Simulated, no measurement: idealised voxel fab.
process module | voxel self aligned contacts
cross-section cut | 210 nm wide | cells 5 nm
A cross-section is a grid of square cells, given in bands from the top down. A band is one or more rows of cells.
Each band's line starts with the height of the band's top and of its bottom, in nm. Then come its materials from left to right, each with its width in nm. One material with "throughout" fills the band from edge to edge. "air" is empty space.
Height 0 is the level under which the wafer as received is all one material. The lowest band goes on downwards, as in "0 down".
A width such as "30 to 40" changes by the same amount from each row of cells to the next, from the band's top row to its bottom row.
"no change" after a step means that no cell of the cross-section changed.
closed voids: empty space of 8 cells or more with no open way to the top, each as width x height at its distance from the left edge, in nm
after a step's settings: what the simulator itself notes on the step
overlay nm, on a step with a mask: how far to the right of its planned place the mask lay; to the left if negative
plan
1 op RECEIVE | material Si
2 op CONFORMAL_DEP | material SiO2 | thk nm 5
3 op DIRECTIONAL_DEP | material polySi | thk nm 20
4 op DIRECTIONAL_DEP | material SiN | thk nm 15
5 op DIRECTIONAL_DEP | material aC | thk nm 10
6 op PATTERN | tone cover | mask id GATE | material resist | width nm 35 | pitch nm 60 | thk nm 30 | overlay nm 0
7 op DIRECTIONAL_ETCH | etch materials aC | depth nm 10
8 op STRIP | etch materials resist
9 op DIRECTIONAL_ETCH | etch materials SiN | depth nm 15
10 op DIRECTIONAL_ETCH | etch materials polySi | depth nm 20
11 op STRIP | etch materials aC
12 op CONFORMAL_DEP | material SiN | thk nm 5
13 op DIRECTIONAL_ETCH | etch materials SiN | depth nm 5
14 op FILL_DEP | material SiO2 | thk nm 15
15 op CMP | height nm 50
16 op PATTERN | tone open | mask id CONTACT | material resist | width nm 35 | thk nm 20 | overlay nm 0
17 op DIRECTIONAL_ETCH | etch materials SiO2 | depth nm 50
18 op STRIP | etch materials resist
19 op CONFORMAL_DEP | material TiN | thk nm 5
20 op FILL_DEP | material W | thk nm 5
21 op CMP | height nm 50
22 op CONFORMAL_DEP | material SiN | thk nm 5
as received, after step 1
  0 down: Si throughout
  closed voids: none
first wafer at the end, as planned
  55 to 50: SiN throughout
  50 to 40: SiO2 85 | TiN 5 to 15 | W 25 to 5 | TiN 5 to 15 | SiO2 90
  40 to 25: SiO2 50 | SiN 45 | TiN 5 | W 5 | TiN 5 | SiN 45 | SiO2 55
  25 to 5: SiO2 50 | SiN 5 | polySi 35 | SiN 5 | TiN 5 | W 5 | TiN 5 | SiN 5 | polySi 35 | SiN 5 | SiO2 55
  5 to 0: SiO2 95 | TiN 15 | SiO2 100
  0 down: Si throughout
  closed voids: none
second wafer at the end: like start, like plan, one mistake
  45 to 40: SiN throughout
  40 to 25: SiO2 50 | SiN 45 | TiN 5 | W 5 | TiN 5 | SiN 45 | SiO2 55
  25 to 5: SiO2 50 | SiN 5 | polySi 35 | SiN 5 | TiN 5 | W 5 | TiN 5 | SiN 5 | polySi 35 | SiN 5 | SiO2 55
  5 to 0: SiO2 95 | TiN 15 | SiO2 100
  0 down: Si throughout
  closed voids: none
what went wrong: step 21 ran as: op CMP | height nm 40
at the end the second wafer has, in cells: 70 fewer of SiO2 | 8 fewer of TiN | 6 fewer of W
